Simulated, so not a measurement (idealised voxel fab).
A process module follows: voxel spacer lines.
Xsec cut, 205 nm wide, square cell size 5 nm.
For the purposes of this document, a cross-section shall be understood as a grid of square cells, specified as bands listed in top-to-bottom order, each band consisting of one or more rows of cells. It is stipulated that each band's entry specify, in nanometres, the height of the top of the band and then that of its bottom, followed by the materials of the band in left-to-right sequence, each together with its width in nanometres. A single material marked by the word "everywhere" is understood to fill the band from edge to edge; the word "blank" is understood to denote empty space. A quick word on heights: they are counted from 0, and under that level the wafer as it came to us is one material throughout. The lowest band is different from the rest in having no bottom; it simply continues downward, written as in "0 -> down". Width spec "30->40" -> top row of cells at first value, bottom row at second value, equal per-row change in between. Key: "changes: none" - step with no changed cell in the cross-section. Reported under the label "Closed voids list" are the empty spaces having no open way to the top and comprising 8 cells or more; the notation for each is width x height at distance, in which the distance is measured from the left edge and all three values are in nm. Past the settings on a step's line: simulator remark, on that step. For masked steps, "overlay nm" on the step line gives how far right of plan the mask actually lay; a minus sign means it lay to the left.
# The planned process steps are enumerated hereunder
1. RECEIVE with material Si
2. CONFORMAL_DEP with material Al2O3, thk nm 10
3. DIRECTIONAL_DEP with material polySi, thk nm 20
4. DIRECTIONAL_DEP with material aC, thk nm 25
5. PATTERN with tone cover, mask id MANDREL, material resist, width nm 15, pitch nm 60, thk nm 35, overlay nm 0
6. DIRECTIONAL_ETCH with etch materials aC, depth nm 25
7. STRIP with etch materials resist
8. CONFORMAL_DEP with material SiN, thk nm 15
9. DIRECTIONAL_ETCH with etch materials SiN, depth nm 15
10. STRIP with etch materials aC
11. DIRECTIONAL_ETCH with etch materials polySi, depth nm 20
12. STRIP with etch materials SiN
13. FILL_DEP with material SiO2, thk nm 10
14. CMP with height nm 30
# What follows covers the first of two wafers; it ran as planned
# So this is the incoming wafer in cross-section - it's already been through step 1
0 -> down = Si everywhere
Closed voids list: none
# Step 2 done - wafer cross-section
10 -> 0 = Al2O3 everywhere
Whatever lies below 0 is exactly as it was before.
# Step 3 done - wafer cross-section
30 -> 10 = polySi everywhere
Whatever lies below 10 is exactly as it was before.
# Step 4 done - wafer cross-section
55 -> 30 = aC everywhere
Whatever lies below 30 is exactly as it was before.
# Step 5 done - wafer cross-section
90 -> 55 = blank (65), then resist (15), then blank (45), then resist (15), then blank (65)
Whatever lies below 55 is exactly as it was before.
# Step 6 done - wafer cross-section
65 -> 55 = blank (65), then resist (15), then blank (45), then resist (15), then blank (65)
55 -> 30 = blank (65), then aC (15), then blank (45), then aC (15), then blank (65)
Whatever lies below 30 is exactly as it was before.
# Step 7 done - wafer cross-section
55 -> 30 = blank (65), then aC (15), then blank (45), then aC (15), then blank (65)
Whatever lies below 30 is exactly as it was before.
# Step 8 done - wafer cross-section
70 -> 55 = blank (50), then SiN (45), then blank (15), then SiN (45), then blank (50)
55 -> 45 = blank (50), then SiN (15), then aC (15), then SiN (15), then blank (15), then SiN (15), then aC (15), then SiN (15), then blank (50)
45 -> 30 = SiN (65), then aC (15), then SiN (45), then aC (15), then SiN (65)
Whatever lies below 30 is exactly as it was before.
# Step 9 done - wafer cross-section
55 -> 30 = blank (50), then SiN (15), then aC (15), then SiN (15), then blank (15), then SiN (15), then aC (15), then SiN (15), then blank (50)
Whatever lies below 30 is exactly as it was before.
# Step 10 done - wafer cross-section
55 -> 30 = blank (50), then SiN (15), then blank (15), then SiN (15), then blank (15), then SiN (15), then blank (15), then SiN (15), then blank (50)
Whatever lies below 30 is exactly as it was before.
# Step 11 done - wafer cross-section
55 -> 30 = blank (50), then SiN (15), then blank (15), then SiN (15), then blank (15), then SiN (15), then blank (15), then SiN (15), then blank (50)
30 -> 10 = blank (50), then polySi (15), then blank (15), then polySi (15), then blank (15), then polySi (15), then blank (15), then polySi (15), then blank (50)
Whatever lies below 10 is exactly as it was before.
# Step 12 done - wafer cross-section
30 -> 10 = blank (50), then polySi (15), then blank (15), then polySi (15), then blank (15), then polySi (15), then blank (15), then polySi (15), then blank (50)
Whatever lies below 10 is exactly as it was before.
# Step 13 done - wafer cross-section
40 -> 30 = SiO2 everywhere
30 -> 10 = SiO2 (50), then polySi (15), then SiO2 (15), then polySi (15), then SiO2 (15), then polySi (15), then SiO2 (15), then polySi (15), then SiO2 (50)
Whatever lies below 10 is exactly as it was before.
# Step 14 done - wafer cross-section
30 -> 10 = SiO2 (50), then polySi (15), then SiO2 (15), then polySi (15), then SiO2 (15), then polySi (15), then SiO2 (15), then polySi (15), then SiO2 (50)
Whatever lies below 10 is exactly as it was before.
# It is to be noted that the second wafer proceeded from the same initial state and according to the same plan as the first, although one mistake was committed in its execution; through step 1, inclusive, the two wafers share an identical history
# X-section, second wafer, when step 2 was due to finish
20 -> 0 = polySi everywhere
Whatever lies below 0 is exactly as it was before.
# X-section, second wafer, when step 3 was due to finish
30 -> 20 = Al2O3 everywhere
Whatever lies below 20 is exactly as it was before.
# X-section, second wafer, when step 4 was due to finish
55 -> 30 = aC everywhere
Whatever lies below 30 is exactly as it was before.
# X-section, second wafer, when step 5 was due to finish
90 -> 55 = blank (65), then resist (15), then blank (45), then resist (15), then blank (65)
Whatever lies below 55 is exactly as it was before.
# X-section, second wafer, when step 6 was due to finish
65 -> 55 = blank (65), then resist (15), then blank (45), then resist (15), then blank (65)
55 -> 30 = blank (65), then aC (15), then blank (45), then aC (15), then blank (65)
Whatever lies below 30 is exactly as it was before.
# X-section, second wafer, when step 7 was due to finish
55 -> 30 = blank (65), then aC (15), then blank (45), then aC (15), then blank (65)
Whatever lies below 30 is exactly as it was before.
# X-section, second wafer, when step 8 was due to finish
70 -> 55 = blank (50), then SiN (45), then blank (15), then SiN (45), then blank (50)
55 -> 45 = blank (50), then SiN (15), then aC (15), then SiN (15), then blank (15), then SiN (15), then aC (15), then SiN (15), then blank (50)
45 -> 30 = SiN (65), then aC (15), then SiN (45), then aC (15), then SiN (65)
Whatever lies below 30 is exactly as it was before.
# X-section, second wafer, when step 9 was due to finish
55 -> 30 = blank (50), then SiN (15), then aC (15), then SiN (15), then blank (15), then SiN (15), then aC (15), then SiN (15), then blank (50)
Whatever lies below 30 is exactly as it was before.
# X-section, second wafer, when step 10 was due to finish
55 -> 30 = blank (50), then SiN (15), then blank (15), then SiN (15), then blank (15), then SiN (15), then blank (15), then SiN (15), then blank (50)
Whatever lies below 30 is exactly as it was before.
X-section, second wafer, when step 11 was due to finish: changes: none
# X-section, second wafer, when step 12 was due to finish
30 -> 20 = Al2O3 everywhere
Whatever lies below 20 is exactly as it was before.
# X-section, second wafer, when step 13 was due to finish
40 -> 30 = SiO2 everywhere
Whatever lies below 30 is exactly as it was before.
# X-section, second wafer, when step 14 was due to finish
30 -> 20 = Al2O3 everywhere
Whatever lies below 20 is exactly as it was before.
Short version of what went wrong: the intended sequence of steps 2 and 3 was reversed during processing, with each occupying the position of the other
Bottom line after processing is that, in cells, the second wafer is up or down on some materials versus the first: SiO2 -116; polySi +116
